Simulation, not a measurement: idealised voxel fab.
The name of this process module is voxel spacer lines.
Xsec cut, 235 nm wide, square cell size 5 nm.
How to read a cross-section here: the picture is a grid of square cells, written as bands going from the top down, and any band can span one or more rows of cells. Band entry format. Leading values: height of top, height of bottom, nm. Remainder: materials in left-to-right order, each with its width in nm. Special words: "edge to edge" on a single material, which then fills the band edge to edge; "empty", empty space. A quick word on heights: they are counted from 0, and under that level the wafer as it came to us is one material throughout. The lowest band is different from the rest in having no bottom; it simply continues downward, written as in "0 -> down". A width given as "30 to 40" starts at the first number in the band's top row and ends at the second number in its bottom row, shifting by an equal amount at every step from row to row. "no change occurred" -> step changed no cross-section cell. "Enclosed cavity list" enumerates empty spaces isolated from the top, with no open way to it, that contain at least 8 cells, giving each as width x height at distance from the left edge, all three in nm. Whatever follows a step's settings on its line is a remark the simulator itself makes about that step. "overlay nm" denotes, for a step that has a mask, the displacement of the mask to the right of its planned place, with negative values corresponding to the left.

[List of planned process steps]
1) RECEIVE,material Si
2) CONFORMAL_DEP,material Al2O3,thk nm 5
3) DIRECTIONAL_DEP,material W,thk nm 20
4) DIRECTIONAL_DEP,material polySi,thk nm 30
5) PATTERN,tone cover,mask id MANDREL,material resist,width nm 20,pitch nm 60,thk nm 35,overlay nm 0
6) DIRECTIONAL_ETCH,etch materials polySi,depth nm 30
7) STRIP,etch materials resist
8) CONFORMAL_DEP,material SiO2,thk nm 10
9) DIRECTIONAL_ETCH,etch materials SiO2,depth nm 10
10) STRIP,etch materials polySi
11) DIRECTIONAL_ETCH,etch materials W,depth nm 20
12) STRIP,etch materials SiO2
13) FILL_DEP,material SiO2,thk nm 5
14) CMP,height nm 25

[Cross-section, incoming material, after step 1]
> 0 -> down = Si edge to edge
> Enclosed cavity list: none

[Cross-section: first of two wafers, module finished, run according to plan]
> 25 -> 5 = 65 SiO2, then 10 W, then 20 SiO2, then 10 W, then 20 SiO2, then 10 W, then 20 SiO2, then 10 W, then 70 SiO2
> 5 -> 0 = Al2O3 edge to edge
> 0 -> down = Si edge to edge
> Enclosed cavity list: none

[The second wafer, shown in cross-section after the module: started the same way as the first and given the same plan, yet one mistake crept into how it was run]
> 25 -> 15 = 65 SiO2, then 40 W, then 20 SiO2, then 40 W, then 70 SiO2
> 15 -> 5 = W edge to edge
> 5 -> 0 = Al2O3 edge to edge
> 0 -> down = Si edge to edge
> Enclosed cavity list: none
Here's what went sideways: step 8 was processed under conditions differing from the plan, specifically as CONFORMAL_DEP,material W,thk nm 10
Once processing is complete, comparing cell counts shows that the second wafer has more or fewer of certain materials than the first: -94 SiO2; +94 W
